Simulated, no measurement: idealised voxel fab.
Documented hereafter: the process module known as voxel self aligned contacts.
FYI the section here is cut, 180 nm wide, cells are 5 nm squares.
A cross-section is a grid of square cells, given in bands from the top down. A band is one or more rows of cells. What a band's entry tells you: where the top is and where the bottom is, as heights in nm, and after that what lies inside, material by material from left to right, each with its width in nm. Empty space is written as the word "blank", and a single material marked with the word "edge to edge" occupies the band from edge to edge. Height reference: 0 = level under which incoming wafer is all one material. Lowest band: no bottom, runs on downward, e.g. "from 0 down". You'd read "30->40" like this: the band's top row of cells is as wide as the first number, its bottom row is as wide as the second, and going down, every row changes width by the same amount as the row before did. "remained unchanged" means the step left every cell of the cross-section as it was. "Closed empty spaces" specifies each empty space that is not open to the top and that occupies no fewer than 8 cells, using the form width x height at distance, the distance measured from the left edge and all three quantities in nm. Text after the settings on a step's line: the simulator's own remark on that step. overlay nm, on a step with a mask: how far to the right of its planned place the mask lay; to the left if negative.

### This section lists the process steps that were planned
1) RECEIVE | material Si
2) CONFORMAL_DEP | material SiO2 | thk nm 5
3) DIRECTIONAL_DEP | material polySi | thk nm 20
4) DIRECTIONAL_DEP | material SiN | thk nm 15
5) PATTERN | tone cover | mask id GATE | material resist | width nm 30 | pitch nm 60 | thk nm 20 | overlay nm 0
6) DIRECTIONAL_ETCH | etch materials SiN | depth nm 15
7) DIRECTIONAL_ETCH | etch materials polySi | depth nm 10
8) STRIP | etch materials resist
9) CONFORMAL_DEP | material SiN | thk nm 5
10) DIRECTIONAL_ETCH | etch materials SiN | depth nm 5
11) FILL_DEP | material SiO2 | thk nm 15
12) CMP | height nm 50
13) PATTERN | tone open | mask id CONTACT | material resist | width nm 40 | thk nm 15 | overlay nm 0
14) DIRECTIONAL_ETCH | etch materials SiO2 | depth nm 50
15) STRIP | etch materials resist
16) CONFORMAL_DEP | material TiN | thk nm 5
17) FILL_DEP | material Ru | thk nm 10
18) CMP | height nm 50
19) CONFORMAL_DEP | material SiN | thk nm 5
Wafers differ in depth nm at step 7; plan lists the first wafer's value; identical starting state.

### The first of several wafers, as received after step 1, seen in section
> from 0 down = Si edge to edge
> Closed empty spaces: none

### First wafer of several, cross-section, module end, after step 19 (last)
> from 55 to 50 = SiN edge to edge
> from 50 to 40 = SiO2 70  TiN 5->15  Ru 30->10  TiN 5->15  SiO2 70
> from 40 to 25 = SiO2 40  SiN 40  TiN 5  Ru 10  TiN 5  SiN 40  SiO2 40
> from 25 to 20 = SiO2 40  SiN 5  polySi 30  SiN 5  TiN 5  Ru 10  TiN 5  SiN 5  polySi 30  SiN 5  SiO2 40
> from 20 to 15 = SiO2 40  SiN 5  polySi 30  SiN 5  TiN 20  SiN 5  polySi 30  SiN 5  SiO2 40
> from 15 to 5 = polySi edge to edge
> from 5 to 0 = SiO2 edge to edge
> from 0 down = Si edge to edge
> Closed empty spaces: none

### Cross-sectional view of the final wafer of several at the module's end
> from 55 to 50 = SiN edge to edge
> from 50 to 40 = SiO2 70  TiN 5->15  Ru 30->10  TiN 5->15  SiO2 70
> from 40 to 25 = SiO2 40  SiN 40  TiN 5  Ru 10  TiN 5  SiN 40  SiO2 40
> from 25 to 5 = SiO2 40  SiN 5  polySi 30  SiN 5  TiN 5  Ru 10  TiN 5  SiN 5  polySi 30  SiN 5  SiO2 40
> from 5 to 0 = SiO2 80  TiN 20  SiO2 80
> from 0 down = Si edge to edge
> Closed empty spaces: none

### Below is a per-wafer table. In it, each row describes the wafer at the end of the module by giving, for each material, the number of cells gained (+) or lost (-) since the wafer was received, and after that the closed voids of the wafer
depth nm 10 | +16 Ru | +92 SiN | +172 SiO2 | +20 TiN | +96 polySi | Closed empty spaces: none
depth nm 15 | +18 Ru | +96 SiN | +188 SiO2 | +22 TiN | +72 polySi | Closed empty spaces: none
depth nm 20 | +22 Ru | +100 SiN | +200 SiO2 | +26 TiN | +48 polySi | Closed empty spaces: none
depth nm 25 | +22 Ru | +100 SiN | +200 SiO2 | +26 TiN | +48 polySi | Closed empty spaces: none
depth nm 30 | +22 Ru | +100 SiN | +200 SiO2 | +26 TiN | +48 polySi | Closed empty spaces: none
depth nm 35 | +22 Ru | +100 SiN | +200 SiO2 | +26 TiN | +48 polySi | Closed empty spaces: none
